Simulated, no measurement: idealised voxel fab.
process module | voxel released beams
cross-section cut | 185 nm wide | cells 5 nm
A cross-section is a grid of square cells, given in bands from the top down. A band is one or more rows of cells.
Each band's line starts with the height of the band's top and of its bottom, in nm. Then come its materials from left to right, each with its width in nm. One material with "throughout" fills the band from edge to edge. "air" is empty space.
Height 0 is the level under which the wafer as received is all one material. The lowest band goes on downwards, as in "0 down".
A width such as "30 to 40" changes by the same amount from each row of cells to the next, from the band's top row to its bottom row.
"no change" after a step means that no cell of the cross-section changed.
closed voids: empty space of 8 cells or more with no open way to the top, each as width x height at its distance from the left edge, in nm
after a step's settings: what the simulator itself notes on the step
overlay nm, on a step with a mask: how far to the right of its planned place the mask lay; to the left if negative
plan
1 op RECEIVE | material Si
2 op CONFORMAL_DEP | material SiN | thk nm 5
3 op DIRECTIONAL_DEP | material SiO2 | thk nm 10
4 op DIRECTIONAL_DEP | material aC | thk nm 10
5 op PATTERN | tone open | mask id ANCHOR | material resist | width nm 20 | thk nm 30 | overlay nm 0
6 op DIRECTIONAL_ETCH | etch materials aC | depth nm 10
7 op STRIP | etch materials resist
8 op DIRECTIONAL_ETCH | etch materials SiO2 | depth nm 10
9 op STRIP | etch materials aC
10 op CONFORMAL_DEP | material polySi | thk nm 10
11 op DIRECTIONAL_DEP | material aC | thk nm 15
12 op PATTERN | tone cover | mask id BEAM | material resist | width nm 80 | thk nm 35 | overlay nm 0
13 op DIRECTIONAL_ETCH | etch materials aC | depth nm 15
14 op STRIP | etch materials resist
15 op DIRECTIONAL_ETCH | etch materials polySi | depth nm 10
16 op STRIP | etch materials aC
17 op STRIP | etch materials SiO2
varied across the wafers: width nm of step 5. The plan shows the first wafer's value. All wafers start alike
first wafer as received, after step 1
  0 down: Si throughout
  closed voids: none
each wafer at the end: cells of each material gained (+) or lost (-) since it was received, then its closed voids
width nm 20 | +37 SiN | +40 polySi | closed voids: none
width nm 25 | +37 SiN | +40 polySi | closed voids: none
width nm 30 | +37 SiN | +40 polySi | closed voids: none
width nm 35 | +37 SiN | +40 polySi | closed voids: none
width nm 40 | +37 SiN | +40 polySi | closed voids: none
width nm 45 | +37 SiN | +40 polySi | closed voids: none
